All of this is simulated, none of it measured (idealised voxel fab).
process module | voxel gate over fins
cross-section cut | 270 nm wide | cells 5 nm
A cross-section is a grid of square cells, given in bands from the top down. A band is one or more rows of cells.
Each band's line starts with the height of the band's top and of its bottom, in nm. Then come its materials from left to right, each with its width in nm. One material with "throughout" fills the band from edge to edge. "air" is empty space.
Height 0 is the level under which the wafer as received is all one material. The lowest band goes on downwards, as in "0 down".
A width such as "30 to 40" changes by the same amount from each row of cells to the next, from the band's top row to its bottom row.
"no change" after a step means that no cell of the cross-section changed.
closed voids: empty space of 8 cells or more with no open way to the top, each as width x height at its distance from the left edge, in nm
after a step's settings: what the simulator itself notes on the step
overlay nm, on a step with a mask: how far to the right of its planned place the mask lay; to the left if negative
plan
1 op RECEIVE | material Si
2 op CONFORMAL_DEP | material SiN | thk nm 10
3 op PATTERN | tone cover | mask id FINS | material resist | width nm 15 | pitch nm 40 | thk nm 20 | overlay nm 0
4 op DIRECTIONAL_ETCH | etch materials SiN | depth nm 10
5 op DIRECTIONAL_ETCH | etch materials Si | depth nm 35
6 op STRIP | etch materials resist
7 op FILL_DEP | material SiO2 | thk nm 15
8 op CMP | height nm 10
9 op SELECTIVE_ETCH | etch materials SiO2 | depth nm 20
10 op STRIP | etch materials SiN
11 op CONFORMAL_DEP | material HfO2 | thk nm 5
12 op CONFORMAL_DEP | material TiN | thk nm 5
13 op CONFORMAL_DEP | material TiAl | thk nm 5
14 op CONFORMAL_DEP | material TiN | thk nm 5
15 op FILL_DEP | material W | thk nm 10
16 op CMP | height nm 25
17 op CONFORMAL_DEP | material SiCN | thk nm 10
as received, after step 1
  0 down: Si throughout
  closed voids: none
a wafer at the end: this start, this plan, one mistake
  35 to 25: SiCN throughout
  25 to 15: W throughout
  15 to 10: W 70 | TiN 125 | W 75
  10 to 5: W 70 | TiN 5 | TiAl 35 | TiN 5 | TiAl 35 | TiN 5 | TiAl 35 | TiN 5 | W 75
  5 to 0: TiN 75 | TiAl 5 | HfO2 25 | TiAl 5 | TiN 5 | TiAl 5 | HfO2 25 | TiAl 5 | TiN 5 | TiAl 5 | HfO2 25 | TiAl 5 | TiN 80
  0 to -5: TiAl 80 | HfO2 5 | Si 15 | HfO2 5 | TiAl 15 | HfO2 5 | Si 15 | HfO2 5 | TiAl 15 | HfO2 5 | Si 15 | HfO2 5 | TiAl 85
  -5 to -10: HfO2 85 | Si 15 | HfO2 25 | Si 15 | HfO2 25 | Si 15 | HfO2 90
  -10 to -35: SiO2 85 | Si 15 | SiO2 25 | Si 15 | SiO2 25 | Si 15 | SiO2 90
  -35 down: Si throughout
  closed voids: none
what went wrong: step 12 was left out
